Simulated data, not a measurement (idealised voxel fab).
Module name: voxel air gaps (process module)
Shown is cross-section cut, with a width of 255 nm and square cells of size 5 nm.
Square cells in a grid make up a cross-section in this document, and the grid is given as bands, listed from the top down, each one or more rows of cells. First you get the band's top height and its bottom height, in nm, and then the materials it's made of, left to right, with each width in nm. If you see a single material with "everywhere", that one covers the band edge to edge. "empty" is empty space. Note: height 0 marks the level under which the wafer is uniformly one material as received. Lowest band unbounded below, written "z 0 and below". The two numbers in a width such as "30 to 40" mark its ends across the band: the first belongs to the top row of cells, the second to the bottom row, and from each row to the next the width moves by the same amount. Take "changes: none" at face value: in the step it is given for, the cross-section changed in none of its cells. "Voids, enclosed" means: voids of 8 cells or more that are shut off from the top with no open way through. Written width x height at distance, distance from the left edge, in nm. Where a step's line continues beyond its settings, the continuation is a remark by the simulator itself on that step. The line of a step may include "overlay nm". On a step with a mask, this value is how far to the right of its planned place the mask lay. A negative value means the mask lay to the left.
Steps in the process plan
1. RECEIVE (material Si)
2. CONFORMAL_DEP (material SiO2; thk nm 10)
3. CONFORMAL_DEP (material SiN; thk nm 5)
4. DIRECTIONAL_DEP (material lowk; thk nm 40)
5. PATTERN (tone open; mask id LINES; material resist; width nm 15; pitch nm 40; thk nm 15; overlay nm 0)
6. DIRECTIONAL_ETCH (etch materials lowk; depth nm 40)
7. STRIP (etch materials resist)
8. CONFORMAL_DEP (material TiN; thk nm 5)
9. FILL_DEP (material Cu; thk nm 5)
10. CMP (height nm 55)
11. EPI (material Ru; thk nm 10)
12. SELECTIVE_ETCH (etch materials lowk; depth nm 50)
13. CONFORMAL_DEP (material SiN; thk nm 5)
Run as planned: first of two wafers
Cross-section of the wafer as it came to us, i.e., already through step 1
    z 0 and below | Si everywhere
    Voids, enclosed: none
State of the wafer after step 2, shown in cross-section
    z 10 to 0 | SiO2 everywhere
    Rest of section, below 0: as before.
State of the wafer after step 3, shown in cross-section
    z 15 to 10 | SiN everywhere
    Rest of section, below 10: as before.
State of the wafer after step 4, shown in cross-section
    z 55 to 15 | lowk everywhere
    Rest of section, below 15: as before.
State of the wafer after step 5, shown in cross-section
    z 70 to 55 | resist=60 | empty=15 | resist=25 | empty=15 | resist=25 | empty=15 | resist=25 | empty=15 | resist=60
    Rest of section, below 55: as before.
State of the wafer after step 6, shown in cross-section
    z 70 to 55 | resist=60 | empty=15 | resist=25 | empty=15 | resist=25 | empty=15 | resist=25 | empty=15 | resist=60
    z 55 to 15 | lowk=60 | empty=15 | lowk=25 | empty=15 | lowk=25 | empty=15 | lowk=25 | empty=15 | lowk=60
    Rest of section, below 15: as before.
State of the wafer after step 7, shown in cross-section
    z 55 to 15 | lowk=60 | empty=15 | lowk=25 | empty=15 | lowk=25 | empty=15 | lowk=25 | empty=15 | lowk=60
    Rest of section, below 15: as before.
State of the wafer after step 8, shown in cross-section
    z 60 to 55 | TiN=65 | empty=5 | TiN=35 | empty=5 | TiN=35 | empty=5 | TiN=35 | empty=5 | TiN=65
    z 55 to 20 | lowk=60 | TiN=5 | empty=5 | TiN=5 | lowk=25 | TiN=5 | empty=5 | TiN=5 | lowk=25 | TiN=5 | empty=5 | TiN=5 | lowk=25 | TiN=5 | empty=5 | TiN=5 | lowk=60
    z 20 to 15 | lowk=60 | TiN=15 | lowk=25 | TiN=15 | lowk=25 | TiN=15 | lowk=25 | TiN=15 | lowk=60
    Rest of section, below 15: as before.
State of the wafer after step 9, shown in cross-section
    z 65 to 60 | Cu everywhere
    z 60 to 55 | TiN=65 | Cu=5 | TiN=35 | Cu=5 | TiN=35 | Cu=5 | TiN=35 | Cu=5 | TiN=65
    z 55 to 20 | lowk=60 | TiN=5 | Cu=5 | TiN=5 | lowk=25 | TiN=5 | Cu=5 | TiN=5 | lowk=25 | TiN=5 | Cu=5 | TiN=5 | lowk=25 | TiN=5 | Cu=5 | TiN=5 | lowk=60
    Rest of section, below 20: as before.
State of the wafer after step 10, shown in cross-section
    z 55 to 20 | lowk=60 | TiN=5 | Cu=5 | TiN=5 | lowk=25 | TiN=5 | Cu=5 | TiN=5 | lowk=25 | TiN=5 | Cu=5 | TiN=5 | lowk=25 | TiN=5 | Cu=5 | TiN=5 | lowk=60
    Rest of section, below 20: as before.
State of the wafer after step 11, shown in cross-section
    z 65 to 55 | empty=50 | Ru=35 | empty=5 | Ru=35 | empty=5 | Ru=35 | empty=5 | Ru=35 | empty=50
    Rest of section, below 55: as before.
State of the wafer after step 12, shown in cross-section
    z 65 to 55 | empty=50 | Ru=35 | empty=5 | Ru=35 | empty=5 | Ru=35 | empty=5 | Ru=35 | empty=50
    z 55 to 20 | empty=60 | TiN=5 | Cu=5 | TiN=5 | empty=25 | TiN=5 | Cu=5 | TiN=5 | empty=25 | TiN=5 | Cu=5 | TiN=5 | empty=25 | TiN=5 | Cu=5 | TiN=5 | empty=60
    z 20 to 15 | empty=60 | TiN=15 | empty=25 | TiN=15 | empty=25 | TiN=15 | empty=25 | TiN=15 | empty=60
    Rest of section, below 15: as before.
State of the wafer after step 13, shown in cross-section
    z 70 to 65 | empty=45 | SiN=165 | empty=45
    z 65 to 55 | empty=45 | SiN=5 | Ru=35 | SiN=5 | Ru=35 | SiN=5 | Ru=35 | SiN=5 | Ru=35 | SiN=5 | empty=45
    z 55 to 50 | empty=45 | SiN=15 | TiN=5 | Cu=5 | TiN=5 | SiN=25 | TiN=5 | Cu=5 | TiN=5 | SiN=25 | TiN=5 | Cu=5 | TiN=5 | SiN=25 | TiN=5 | Cu=5 | TiN=5 | SiN=15 | empty=45
    z 50 to 20 | empty=55 | SiN=5 | TiN=5 | Cu=5 | TiN=5 | SiN=5 | empty=15 | SiN=5 | TiN=5 | Cu=5 | TiN=5 | SiN=5 | empty=15 | SiN=5 | TiN=5 | Cu=5 | TiN=5 | SiN=5 | empty=15 | SiN=5 | TiN=5 | Cu=5 | TiN=5 | SiN=5 | empty=55
    z 20 to 15 | SiN=60 | TiN=15 | SiN=25 | TiN=15 | SiN=25 | TiN=15 | SiN=25 | TiN=15 | SiN=60
    Rest of section, below 15: as before.
    Voids, enclosed: 15 x 30 at 80; 15 x 30 at 120; 15 x 30 at 160
Second wafer: like start, like plan, one mistake. Through step 10 it matches the first wafer
Second wafer, sectioned view, at step 11's planned end time
    z 75 to 55 | empty=40 | Ru=175 | empty=40
    Rest of section, below 55: as before.
Second wafer, sectioned view, at step 12's planned end time
    z 75 to 55 | empty=40 | Ru=175 | empty=40
    z 55 to 20 | empty=60 | TiN=5 | Cu=5 | TiN=5 | lowk=25 | TiN=5 | Cu=5 | TiN=5 | lowk=25 | TiN=5 | Cu=5 | TiN=5 | lowk=25 | TiN=5 | Cu=5 | TiN=5 | empty=60
    z 20 to 15 | empty=60 | TiN=15 | lowk=25 | TiN=15 | lowk=25 | TiN=15 | lowk=25 | TiN=15 | empty=60
    Rest of section, below 15: as before.
Second wafer, sectioned view, at step 13's planned end time
    z 80 to 75 | empty=35 | SiN=185 | empty=35
    z 75 to 55 | empty=35 | SiN=5 | Ru=175 | SiN=5 | empty=35
    z 55 to 50 | empty=35 | SiN=25 | TiN=5 | Cu=5 | TiN=5 | lowk=25 | TiN=5 | Cu=5 | TiN=5 | lowk=25 | TiN=5 | Cu=5 | TiN=5 | lowk=25 | TiN=5 | Cu=5 | TiN=5 | SiN=25 | empty=35
    z 50 to 20 | empty=55 | SiN=5 | TiN=5 | Cu=5 | TiN=5 | lowk=25 | TiN=5 | Cu=5 | TiN=5 | lowk=25 | TiN=5 | Cu=5 | TiN=5 | lowk=25 | TiN=5 | Cu=5 | TiN=5 | SiN=5 | empty=55
    z 20 to 15 | SiN=60 | TiN=15 | lowk=25 | TiN=15 | lowk=25 | TiN=15 | lowk=25 | TiN=15 | SiN=60
    Rest of section, below 15: as before.
Which mistake was made when the wafer was run? yeah, plan step 11 got run twice
Bottom line after processing is that, in cells, the second wafer is up or down on some materials versus the first: Ru: 84 more; SiN: 60 fewer; lowk: 120 more
At the end, the first wafer has 3 closed voids and the second wafer has 0.
